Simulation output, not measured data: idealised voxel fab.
voxel capacitor over wiring: a process module
FYI the section here is cut, 180 nm wide, cells are 5 nm squares.
This document writes a cross-section as a grid whose cells are square, and gives it as bands, listed from the top down; one or more rows of cells form a band.
Per band: top height and bottom height in nm, followed by the left-to-right materials and their widths in nm; "full width" marks a single material spanning edge to edge, "blank" marks empty space.
Where do heights start? At 0: under that level the wafer as delivered is made of one material only. And the lowest band has no floor; it just carries on downward, as in "0 down".
Top row gets the first number, bottom row gets the second, and each row in between changes by the same step: that is how a band width like "30 to 40" works.
Where the words "nothing got changed" appear for a step, the cross-section shows no cell changed by that step; every cell remained as before.
Closed void entries: empty space of 8 cells or more with no open way to the top, each as width x height at its distance from the left edge, in nm
That trailing text on a step's line, after the settings, is the simulator's own remark on the step.
The optional step-line setting "overlay nm" applies to steps with a mask and quantifies how far to the right of its planned location the mask lay, a negative value indicating leftward placement.

[Steps in the process plan]
1: RECEIVE: material Si
2: CONFORMAL_DEP: material SiO2, thk nm 15
3: CONFORMAL_DEP: material SiN, thk nm 5
4: DIRECTIONAL_DEP: material lowk, thk nm 20
5: DIRECTIONAL_DEP: material aC, thk nm 10
6: PATTERN: tone open, mask id METAL_1, material resist, width nm 25, pitch nm 75, thk nm 30, overlay nm 0
7: DIRECTIONAL_ETCH: etch materials aC, depth nm 10
8: STRIP: etch materials resist
9: DIRECTIONAL_ETCH: etch materials lowk, depth nm 20
10: DIRECTIONAL_ETCH: etch materials SiN, depth nm 5
11: STRIP: etch materials aC
12: CONFORMAL_DEP: material TiN, thk nm 5
13: FILL_DEP: material W, thk nm 10
14: CMP: height nm 40
15: CONFORMAL_DEP: material SiCN, thk nm 5
16: DIRECTIONAL_DEP: material lowk, thk nm 15
17: DIRECTIONAL_DEP: material aC, thk nm 15
18: PATTERN: tone open, mask id PLUG_1, material resist, width nm 15, thk nm 35, overlay nm 0
19: DIRECTIONAL_ETCH: etch materials aC, depth nm 15
20: STRIP: etch materials resist
21: DIRECTIONAL_ETCH: etch materials lowk, depth nm 15
22: DIRECTIONAL_ETCH: etch materials SiCN, depth nm 5
23: STRIP: etch materials aC
24: CONFORMAL_DEP: material TiN, thk nm 5
25: FILL_DEP: material Ru, thk nm 5
26: CMP: height nm 60
27: DIRECTIONAL_DEP: material TiN, thk nm 10
28: DIRECTIONAL_DEP: material Al2O3, thk nm 5
29: DIRECTIONAL_DEP: material TiN, thk nm 5
30: PATTERN: tone cover, mask id UPPER_PLATE, material resist, width nm 55, thk nm 20, overlay nm 0
31: DIRECTIONAL_ETCH: etch materials TiN, depth nm 5
32: DIRECTIONAL_ETCH: etch materials Al2O3, depth nm 5
33: STRIP: etch materials resist
34: PATTERN: tone cover, mask id LOWER_PLATE, material resist, width nm 65, thk nm 20, overlay nm 0
35: DIRECTIONAL_ETCH: etch materials TiN, depth nm 10
36: STRIP: etch materials resist
37: FILL_DEP: material SiO2, thk nm 20
38: CMP: height nm 95
39: DIRECTIONAL_DEP: material aC, thk nm 15
40: PATTERN: tone open, mask id PLUG_2, material resist, width nm 15, thk nm 30, overlay nm 0
41: DIRECTIONAL_ETCH: etch materials aC, depth nm 15
42: STRIP: etch materials resist
43: DIRECTIONAL_ETCH: etch materials SiO2, depth nm 15
44: STRIP: etch materials aC
45: CONFORMAL_DEP: material TiN, thk nm 5
46: FILL_DEP: material Cu, thk nm 10
47: CMP: height nm 95
48: CONFORMAL_DEP: material SiN, thk nm 5

[The first of the two wafers, which ran as planned]

[As-received state of the wafer in cross-section, equivalent to post-step 1]
- 0 down  Si full width
- Closed void entries: none

[Wafer section view after processing step 2]
- 15 to 0  SiO2 full width
- All layers under 0 are left as they were.

[Wafer section view after processing step 3]
- 20 to 15  SiN full width
- All layers under 15 are left as they were.

[Wafer section view after processing step 4]
- 40 to 20  lowk full width
- All layers under 20 are left as they were.

[Wafer section view after processing step 5]
- 50 to 40  aC full width
- All layers under 40 are left as they were.

[Wafer section view after processing step 6]
- 80 to 50  resist: 40, blank: 25, resist: 50, blank: 25, resist: 40
- All layers under 50 are left as they were.

[Wafer section view after processing step 7]
- 70 to 50  resist: 40, blank: 25, resist: 50, blank: 25, resist: 40
- 50 to 40  aC: 40, blank: 25, aC: 50, blank: 25, aC: 40
- All layers under 40 are left as they were.

[Wafer section view after processing step 8]
- 50 to 40  aC: 40, blank: 25, aC: 50, blank: 25, aC: 40
- All layers under 40 are left as they were.

[Wafer section view after processing step 9]
- 50 to 40  aC: 40, blank: 25, aC: 50, blank: 25, aC: 40
- 40 to 20  lowk: 40, blank: 25, lowk: 50, blank: 25, lowk: 40
- All layers under 20 are left as they were.

[Wafer section view after processing step 10]
- 50 to 40  aC: 40, blank: 25, aC: 50, blank: 25, aC: 40
- 40 to 20  lowk: 40, blank: 25, lowk: 50, blank: 25, lowk: 40
- 20 to 15  SiN: 40, blank: 25, SiN: 50, blank: 25, SiN: 40
- All layers under 15 are left as they were.

[Wafer section view after processing step 11]
- 40 to 20  lowk: 40, blank: 25, lowk: 50, blank: 25, lowk: 40
- All layers under 20 are left as they were.

[Wafer section view after processing step 12]
- 45 to 40  TiN: 45, blank: 15, TiN: 60, blank: 15, TiN: 45
- 40 to 20  lowk: 40, TiN: 5, blank: 15, TiN: 5, lowk: 50, TiN: 5, blank: 15, TiN: 5, lowk: 40
- 20 to 15  SiN: 40, TiN: 25, SiN: 50, TiN: 25, SiN: 40
- All layers under 15 are left as they were.

[Wafer section view after processing step 13]
- 55 to 45  W full width
- 45 to 40  TiN: 45, W: 15, TiN: 60, W: 15, TiN: 45
- 40 to 20  lowk: 40, TiN: 5, W: 15, TiN: 5, lowk: 50, TiN: 5, W: 15, TiN: 5, lowk: 40
- All layers under 20 are left as they were.

[Wafer section view after processing step 14]
- 40 to 20  lowk: 40, TiN: 5, W: 15, TiN: 5, lowk: 50, TiN: 5, W: 15, TiN: 5, lowk: 40
- All layers under 20 are left as they were.

[Wafer section view after processing step 15]
- 45 to 40  SiCN full width
- All layers under 40 are left as they were.

[Wafer section view after processing step 16]
- 60 to 45  lowk full width
- All layers under 45 are left as they were.

[Wafer section view after processing step 17]
- 75 to 60  aC full width
- All layers under 60 are left as they were.

[Wafer section view after processing step 18]
- 110 to 75  resist: 50, blank: 15, resist: 115
- All layers under 75 are left as they were.

[Wafer section view after processing step 19]
- 95 to 75  resist: 50, blank: 15, resist: 115
- 75 to 60  aC: 50, blank: 15, aC: 115
- All layers under 60 are left as they were.

[Wafer section view after processing step 20]
- 75 to 60  aC: 50, blank: 15, aC: 115
- All layers under 60 are left as they were.

[Wafer section view after processing step 21]
- 75 to 60  aC: 50, blank: 15, aC: 115
- 60 to 45  lowk: 50, blank: 15, lowk: 115
- All layers under 45 are left as they were.

[Wafer section view after processing step 22]
- 75 to 60  aC: 50, blank: 15, aC: 115
- 60 to 45  lowk: 50, blank: 15, lowk: 115
- 45 to 40  SiCN: 50, blank: 15, SiCN: 115
- All layers under 40 are left as they were.

[Wafer section view after processing step 23]
- 60 to 45  lowk: 50, blank: 15, lowk: 115
- All layers under 45 are left as they were.

[Wafer section view after processing step 24]
- 65 to 60  TiN: 55, blank: 5, TiN: 120
- 60 to 45  lowk: 50, TiN: 5, blank: 5, TiN: 5, lowk: 115
- 45 to 40  SiCN: 50, TiN: 15, SiCN: 115
- All layers under 40 are left as they were.

[Wafer section view after processing step 25]
- 70 to 65  Ru full width
- 65 to 60  TiN: 55, Ru: 5, TiN: 120
- 60 to 45  lowk: 50, TiN: 5, Ru: 5, TiN: 5, lowk: 115
- All layers under 45 are left as they were.

[Wafer section view after processing step 26]
- 60 to 45  lowk: 50, TiN: 5, Ru: 5, TiN: 5, lowk: 115
- All layers under 45 are left as they were.

[Wafer section view after processing step 27]
- 70 to 60  TiN full width
- All layers under 60 are left as they were.

[Wafer section view after processing step 28]
- 75 to 70  Al2O3 full width
- All layers under 70 are left as they were.

[Wafer section view after processing step 29]
- 80 to 75  TiN full width
- All layers under 75 are left as they were.

[Wafer section view after processing step 30]
- 100 to 80  blank: 50, resist: 55, blank: 75
- All layers under 80 are left as they were.

[Wafer section view after processing step 31]
- 100 to 80  blank: 50, resist: 55, blank: 75
- 80 to 75  blank: 50, TiN: 55, blank: 75
- All layers under 75 are left as they were.

[Wafer section view after processing step 32]
- 100 to 80  blank: 50, resist: 55, blank: 75
- 80 to 75  blank: 50, TiN: 55, blank: 75
- 75 to 70  blank: 50, Al2O3: 55, blank: 75
- All layers under 70 are left as they were.

[Wafer section view after processing step 33]
- 80 to 75  blank: 50, TiN: 55, blank: 75
- All layers under 75 are left as they were.

[Wafer section view after processing step 34]
- 100 to 80  blank: 45, resist: 65, blank: 70
- 80 to 75  blank: 45, resist: 5, TiN: 55, resist: 5, blank: 70
- 75 to 70  blank: 45, resist: 5, Al2O3: 55, resist: 5, blank: 70
- All layers under 70 are left as they were.

[Wafer section view after processing step 35]
- 100 to 80  blank: 45, resist: 65, blank: 70
- 80 to 75  blank: 45, resist: 5, TiN: 55, resist: 5, blank: 70
- 75 to 70  blank: 45, resist: 5, Al2O3: 55, resist: 5, blank: 70
- 70 to 60  blank: 45, TiN: 65, blank: 70
- All layers under 60 are left as they were.

[Wafer section view after processing step 36]
- 80 to 75  blank: 50, TiN: 55, blank: 75
- 75 to 70  blank: 50, Al2O3: 55, blank: 75
- All layers under 70 are left as they were.

[Wafer section view after processing step 37]
- 100 to 80  SiO2 full width
- 80 to 75  SiO2: 50, TiN: 55, SiO2: 75
- 75 to 70  SiO2: 50, Al2O3: 55, SiO2: 75
- 70 to 60  SiO2: 45, TiN: 65, SiO2: 70
- All layers under 60 are left as they were.

[Wafer section view after processing step 38]
- 95 to 80  SiO2 full width
- All layers under 80 are left as they were.

[Wafer section view after processing step 39]
- 110 to 95  aC full width
- All layers under 95 are left as they were.

[Wafer section view after processing step 40]
- 140 to 110  resist: 60, blank: 15, resist: 105
- All layers under 110 are left as they were.

[Wafer section view after processing step 41]
- 125 to 110  resist: 60, blank: 15, resist: 105
- 110 to 95  aC: 60, blank: 15, aC: 105
- All layers under 95 are left as they were.

[Wafer section view after processing step 42]
- 110 to 95  aC: 60, blank: 15, aC: 105
- All layers under 95 are left as they were.

[Wafer section view after processing step 43]
- 110 to 95  aC: 60, blank: 15, aC: 105
- 95 to 80  SiO2: 60, blank: 15, SiO2: 105
- All layers under 80 are left as they were.

[Wafer section view after processing step 44]
- 95 to 80  SiO2: 60, blank: 15, SiO2: 105
- All layers under 80 are left as they were.

[Wafer section view after processing step 45]
- 100 to 95  TiN: 65, blank: 5, TiN: 110
- 95 to 85  SiO2: 60, TiN: 5, blank: 5, TiN: 5, SiO2: 105
- 85 to 75  SiO2: 60 to 50, TiN: 15 to 55, SiO2: 105 to 75
- All layers under 75 are left as they were.

[Wafer section view after processing step 46]
- 110 to 100  Cu full width
- 100 to 95  TiN: 65, Cu: 5, TiN: 110
- 95 to 85  SiO2: 60, TiN: 5, Cu: 5, TiN: 5, SiO2: 105
- All layers under 85 are left as they were.

[Wafer section view after processing step 47]
- 95 to 85  SiO2: 60, TiN: 5, Cu: 5, TiN: 5, SiO2: 105
- All layers under 85 are left as they were.

[Wafer section view after processing step 48]
- 100 to 95  SiN full width
- All layers under 95 are left as they were.

[It is to be noted that the second wafer proceeded from the same initial state and according to the same plan as the first, although one mistake was committed in its execution; through step 45, inclusive, the two wafers share an identical history]

[Second wafer, sectioned view, at step 46's planned end time]
- 110 to 100  SiO2 full width
- 100 to 95  TiN: 65, SiO2: 5, TiN: 110
- 95 to 85  SiO2: 60, TiN: 5, SiO2: 5, TiN: 5, SiO2: 105
- All layers under 85 are left as they were.

[Second wafer, sectioned view, at step 47's planned end time]
- 95 to 85  SiO2: 60, TiN: 5, SiO2: 5, TiN: 5, SiO2: 105
- All layers under 85 are left as they were.

[Second wafer, sectioned view, at step 48's planned end time]
- 100 to 95  SiN full width
- All layers under 95 are left as they were.
So what did we get wrong on this run? step 46 off recipe, ran as FILL_DEP: material SiO2, thk nm 10
Wrapping up, a cell-based count of both wafers puts the second over or under the first for these materials: Cu -2 | SiO2 +2
